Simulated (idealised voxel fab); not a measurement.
Title: Process Module voxel tone inversion
FYI the section here is cut, 210 nm wide, cells are 5 nm squares.
Square cells in a grid make up a cross-section in this document, and the grid is given as bands, listed from the top down, each one or more rows of cells. Heads up on the band format: heights come first, top then bottom, in nm. After that it's the materials left to right, each with its width in nm. A single material flagged "edge to edge" fills the whole band edge to edge, and "blank" means there's empty space there. Ref level 0: as-received wafer is one material below here. Bottom band extends down with no lower bound ("from 0 down"). It should be noted that a width expressed as "30->40" varies in equal increments from row to row of cells within the band, taking the value of the first number at the top row and that of the second number at the bottom row. "identical to before" means the step left every cell of the cross-section as it was. For the entry "Trapped cavities", the listed items are empty spaces with no open way to the top whose size is 8 cells or more; each item follows the pattern width x height at distance, where distance is from the left edge and all three are in nm. Heads up: the bit after the settings on a step's line is the simulator's remark on that step. The line of a step may include "overlay nm". On a step with a mask, this value is how far to the right of its planned place the mask lay. A negative value means the mask lay to the left.
## Steps in the process plan
1,op RECEIVE | material Si
2,op CONFORMAL_DEP | material SiN | thk nm 10
3,op DIRECTIONAL_DEP | material aC | thk nm 25
4,op PATTERN | tone cover | mask id POSTS | material resist | width nm 20 | pitch nm 40 | thk nm 30 | overlay nm 0
5,op DIRECTIONAL_ETCH | etch materials aC | depth nm 25
6,op STRIP | etch materials resist
7,op FILL_DEP | material lowk | thk nm 10
8,op CMP | height nm 35
9,op STRIP | etch materials aC
10,op CONFORMAL_DEP | material TiN | thk nm 5
11,op FILL_DEP | material W | thk nm 5
12,op CMP | height nm 35
13,op CONFORMAL_DEP | material SiCN | thk nm 5
## Here's what the wafer looked like in cross-section when it arrived - that's after step 1
	from 0 down = Si edge to edge
	Trapped cavities: none
## Cross-section: first of two wafers, module finished, run according to plan
	from 40 to 35 = SiCN edge to edge
	from 35 to 15 = 75 of lowk | 5 of TiN | 10 of W | 5 of TiN | 20 of lowk | 5 of TiN | 10 of W | 5 of TiN | 75 of lowk
	from 15 to 10 = 75 of lowk | 20 of TiN | 20 of lowk | 20 of TiN | 75 of lowk
	from 10 to 0 = SiN edge to edge
	from 0 down = Si edge to edge
	Trapped cavities: none
## End-of-module cross-section of the second wafer: identical starting point and process plan to the first, with one processing mistake
	from 40 to 35 = SiCN edge to edge
	from 35 to 15 = 70 of W | 5 of TiN | 20 of lowk | 5 of TiN | 10 of W | 5 of TiN | 20 of lowk | 5 of TiN | 70 of W
	from 15 to 10 = 75 of TiN | 20 of lowk | 20 of TiN | 20 of lowk | 75 of TiN
	from 10 to 0 = SiN edge to edge
	from 0 down = Si edge to edge
	Trapped cavities: none
Error vs. plan: the process deviated at step 4: the operation and settings actually run there were op PATTERN | tone open | mask id POSTS | material resist | width nm 20 | pitch nm 40 | thk nm 30 | overlay nm 0
End of process, cell counts, second wafer against first, materials with more or fewer: +26 TiN, +104 W, -130 lowk
